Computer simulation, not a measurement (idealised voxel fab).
This section sets out a process module, namely voxel released beams.
The cross-section shown here is cut; it is 225 nm wide and divided into square cells measuring 5 nm on a side.
Cross-section spec: square-cell grid; bands listed top down; each band is one or more rows.
Band: top height; bottom height; in nm. Then, left to right: material with width in nm, for each material. "everywhere": a single material spanning edge to edge. "blank": empty space.
Counting heights begins at 0, where everything beneath is, in the wafer as received, one material. The lowest band has no bottom; it goes on downwards, as "top 0, no bottom" shows.
A width given as "30 to 40" starts at the first number in the band's top row and ends at the second number in its bottom row, shifting by an equal amount at every step from row to row.
Where the words "no modification" appear for a step, the cross-section shows no cell changed by that step; every cell remained as before.
Reported under the label "Closed voids list" are the empty spaces having no open way to the top and comprising 8 cells or more; the notation for each is width x height at distance, in which the distance is measured from the left edge and all three values are in nm.
Formally, on a step line, whatever follows the settings is a remark that the simulator itself makes on the step.
The line of a step may include "overlay nm". On a step with a mask, this value is how far to the right of its planned place the mask lay. A negative value means the mask lay to the left.

The steps planned for the process are as follows:
1: RECEIVE with material Si
2: CONFORMAL_DEP with material Al2O3, thk nm 5
3: DIRECTIONAL_DEP with material SiO2, thk nm 15
4: MASKED_ETCH with tone open, mask id ANCHOR, width nm 35, etch materials SiO2, depth nm 15, overlay nm 0
5: CONFORMAL_DEP with material SiN, thk nm 10
6: MASKED_ETCH with tone cover, mask id BEAM, width nm 100, etch materials SiN, depth nm 10, overlay nm 0
7: STRIP with etch materials SiO2

What follows covers the first of two wafers; it ran as planned:

Incoming wafer in cross-section (state: after step 1):
    top 0, no bottom  Si everywhere
    Closed voids list: none

Cross-section of the wafer subsequent to step 2:
    top 5, bottom 0  Al2O3 everywhere
    Under the height 0 nothing was changed.

Cross-section of the wafer subsequent to step 3:
    top 20, bottom 5  SiO2 everywhere
    Under the height 5 nothing was changed.

Cross-section of the wafer subsequent to step 4:
    top 20, bottom 5  SiO2 65 nm, then blank 35 nm, then SiO2 125 nm
    Under the height 5 nothing was changed.

Cross-section of the wafer subsequent to step 5:
    top 30, bottom 20  SiN 75 nm, then blank 15 nm, then SiN 135 nm
    top 20, bottom 15  SiO2 65 nm, then SiN 10 nm, then blank 15 nm, then SiN 10 nm, then SiO2 125 nm
    top 15, bottom 5  SiO2 65 nm, then SiN 35 nm, then SiO2 125 nm
    Under the height 5 nothing was changed.

Cross-section of the wafer subsequent to step 6:
    top 30, bottom 20  blank 60 nm, then SiN 15 nm, then blank 15 nm, then SiN 70 nm, then blank 65 nm
    Under the height 20 nothing was changed.

Cross-section of the wafer subsequent to step 7:
    top 30, bottom 20  blank 60 nm, then SiN 15 nm, then blank 15 nm, then SiN 70 nm, then blank 65 nm
    top 20, bottom 15  blank 65 nm, then SiN 10 nm, then blank 15 nm, then SiN 10 nm, then blank 125 nm
    top 15, bottom 5  blank 65 nm, then SiN 35 nm, then blank 125 nm
    Under the height 5 nothing was changed.

Second wafer: same start and same plan as the first, one execution error; identical to the first through step 1:

Second wafer cross-section, taken as of the time the plan sets for step 2 to be done:
    top 5, bottom 0  SiN everywhere
    Under the height 0 nothing was changed.

Second wafer cross-section, taken as of the time the plan sets for step 3 to be done:
    top 20, bottom 5  SiO2 everywhere
    Under the height 5 nothing was changed.

Second wafer cross-section, taken as of the time the plan sets for step 4 to be done:
    top 20, bottom 5  SiO2 65 nm, then blank 35 nm, then SiO2 125 nm
    Under the height 5 nothing was changed.

Second wafer cross-section, taken as of the time the plan sets for step 5 to be done:
    top 30, bottom 20  SiN 75 nm, then blank 15 nm, then SiN 135 nm
    top 20, bottom 15  SiO2 65 nm, then SiN 10 nm, then blank 15 nm, then SiN 10 nm, then SiO2 125 nm
    top 15, bottom 5  SiO2 65 nm, then SiN 35 nm, then SiO2 125 nm
    Under the height 5 nothing was changed.

Second wafer cross-section, taken as of the time the plan sets for step 6 to be done:
    top 30, bottom 20  blank 60 nm, then SiN 15 nm, then blank 15 nm, then SiN 70 nm, then blank 65 nm
    Under the height 20 nothing was changed.

Second wafer cross-section, taken as of the time the plan sets for step 7 to be done:
    top 30, bottom 20  blank 60 nm, then SiN 15 nm, then blank 15 nm, then SiN 70 nm, then blank 65 nm
    top 20, bottom 15  blank 65 nm, then SiN 10 nm, then blank 15 nm, then SiN 10 nm, then blank 125 nm
    top 15, bottom 5  blank 65 nm, then SiN 35 nm, then blank 125 nm
    Under the height 5 nothing was changed.
Plan not followed: rather than as planned, step 2 actually ran as CONFORMAL_DEP with material SiN, thk nm 5
Bottom line after processing is that, in cells, the second wafer is up or down on some materials versus the first: Al2O3 -45 | SiN +45
